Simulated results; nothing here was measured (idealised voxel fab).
Process module name: voxel spacer lines
Cross-section cut spans 140 nm and uses square cells 5 nm in size.
We lay out every cross-section as a grid of square cells and spell it out in bands from the top down, where one band means one or more rows of cells. Top, bottom (nm), then materials left to right with widths (nm); lone material tagged "all across" fills the whole band edge to edge; "air" = empty space. Heights are expressed relative to 0, this being the level below which the as-received wafer comprises one material exclusively. The lowest band is unbounded in the downward direction and is denoted as in "z 0 and below". It should be noted that a width expressed as "30..40" varies in equal increments from row to row of cells within the band, taking the value of the first number at the top row and that of the second number at the bottom row. "nothing got changed" means the step left every cell of the cross-section as it was. What "Sealed voids" gives you is every empty space of 8 cells or more that is cut off from the top. Each appears as width x height at distance, with the distance taken from the left edge and width, height and distance all in nm. Step line, after settings: the simulator's comment on this step. Regarding "overlay nm": on a step with a mask, it is the distance the mask lay to the right of its planned place; a negative value places it to the left.
Steps planned for the process
1,op RECEIVE | material Si
2,op CONFORMAL_DEP | material SiO2 | thk nm 5
3,op DIRECTIONAL_DEP | material W | thk nm 20
4,op DIRECTIONAL_DEP | material aC | thk nm 30
5,op PATTERN | tone cover | mask id MANDREL | material resist | width nm 25 | pitch nm 80 | thk nm 40 | overlay nm 0
6,op DIRECTIONAL_ETCH | etch materials aC | depth nm 30
7,op STRIP | etch materials resist
8,op CONFORMAL_DEP | material SiN | thk nm 15
9,op DIRECTIONAL_ETCH | etch materials SiN | depth nm 15
10,op STRIP | etch materials aC
11,op DIRECTIONAL_ETCH | etch materials W | depth nm 20
12,op STRIP | etch materials SiN
13,op FILL_DEP | material SiO2 | thk nm 5
14,op CMP | height nm 25
First of the two wafers, run per plan
Cross-section, incoming material, after step 1
	z 0 and below  Si all across
	Sealed voids: none
After step 2, in cross-section
	z 5 to 0  SiO2 all across
	Beneath the level 0, the cross-section is identical to its previous state.
After step 3, in cross-section
	z 25 to 5  W all across
	Beneath the level 5, the cross-section is identical to its previous state.
After step 4, in cross-section
	z 55 to 25  aC all across
	Beneath the level 25, the cross-section is identical to its previous state.
After step 5, in cross-section
	z 95 to 55  air: 15  resist: 25  air: 55  resist: 25  air: 20
	Beneath the level 55, the cross-section is identical to its previous state.
After step 6, in cross-section
	z 65 to 55  air: 15  resist: 25  air: 55  resist: 25  air: 20
	z 55 to 25  air: 15  aC: 25  air: 55  aC: 25  air: 20
	Beneath the level 25, the cross-section is identical to its previous state.
After step 7, in cross-section
	z 55 to 25  air: 15  aC: 25  air: 55  aC: 25  air: 20
	Beneath the level 25, the cross-section is identical to its previous state.
After step 8, in cross-section
	z 70 to 55  SiN: 55  air: 25  SiN: 55  air: 5
	z 55 to 40  SiN: 15  aC: 25  SiN: 15  air: 25  SiN: 15  aC: 25  SiN: 15  air: 5
	z 40 to 25  SiN: 15  aC: 25  SiN: 55  aC: 25  SiN: 20
	Beneath the level 25, the cross-section is identical to its previous state.
After step 9, in cross-section
	z 55 to 25  SiN: 15  aC: 25  SiN: 15  air: 25  SiN: 15  aC: 25  SiN: 15  air: 5
	Beneath the level 25, the cross-section is identical to its previous state.
After step 10, in cross-section
	z 55 to 25  SiN: 15  air: 25  SiN: 15  air: 25  SiN: 15  air: 25  SiN: 15  air: 5
	Beneath the level 25, the cross-section is identical to its previous state.
After step 11, in cross-section
	z 55 to 25  SiN: 15  air: 25  SiN: 15  air: 25  SiN: 15  air: 25  SiN: 15  air: 5
	z 25 to 5  W: 15  air: 25  W: 15  air: 25  W: 15  air: 25  W: 15  air: 5
	Beneath the level 5, the cross-section is identical to its previous state.
After step 12, in cross-section
	z 25 to 5  W: 15  air: 25  W: 15  air: 25  W: 15  air: 25  W: 15  air: 5
	Beneath the level 5, the cross-section is identical to its previous state.
After step 13, in cross-section
	z 30 to 25  SiO2 all across
	z 25 to 5  W: 15  SiO2: 25  W: 15  SiO2: 25  W: 15  SiO2: 25  W: 15  SiO2: 5
	Beneath the level 5, the cross-section is identical to its previous state.
After step 14, in cross-section
	z 25 to 5  W: 15  SiO2: 25  W: 15  SiO2: 25  W: 15  SiO2: 25  W: 15  SiO2: 5
	Beneath the level 5, the cross-section is identical to its previous state.
Companion wafer, the second of two: same beginning, same intended sequence, one mistake in carrying it out; through step 7 inclusive it tracks the first exactly
Cross-section of the second wafer at the time step 8 of the plan should have ended
	z 70 to 55  W: 55  air: 25  W: 55  air: 5
	z 55 to 40  W: 15  aC: 25  W: 15  air: 25  W: 15  aC: 25  W: 15  air: 5
	z 40 to 25  W: 15  aC: 25  W: 55  aC: 25  W: 20
	Beneath the level 25, the cross-section is identical to its previous state.
Cross-section of the second wafer at the time step 9 of the plan should have ended: nothing got changed
Cross-section of the second wafer at the time step 10 of the plan should have ended: nothing got changed
Cross-section of the second wafer at the time step 11 of the plan should have ended
	z 55 to 50  air: 15  aC: 25  air: 55  aC: 25  air: 20
	z 50 to 25  W: 15  aC: 25  W: 15  air: 25  W: 15  aC: 25  W: 15  air: 5
	z 25 to 20  W: 55  air: 25  W: 55  air: 5
	Beneath the level 20, the cross-section is identical to its previous state.
Cross-section of the second wafer at the time step 12 of the plan should have ended: nothing got changed
Cross-section of the second wafer at the time step 13 of the plan should have ended
	z 60 to 55  SiO2 all across
	z 55 to 50  SiO2: 15  aC: 25  SiO2: 55  aC: 25  SiO2: 20
	z 50 to 25  W: 15  aC: 25  W: 15  SiO2: 25  W: 15  aC: 25  W: 15  SiO2: 5
	z 25 to 20  W: 55  SiO2: 25  W: 55  SiO2: 5
	Beneath the level 20, the cross-section is identical to its previous state.
Cross-section of the second wafer at the time step 14 of the plan should have ended
	z 25 to 20  W: 55  SiO2: 25  W: 55  SiO2: 5
	Beneath the level 20, the cross-section is identical to its previous state.
What was done differently from what was planned? planned and actual differ for step 8; actual: op CONFORMAL_DEP | material W | thk nm 15
Final tally in cells, some materials are higher or lower on the second wafer than on the first: SiO2: 58 fewer, W: 58 more
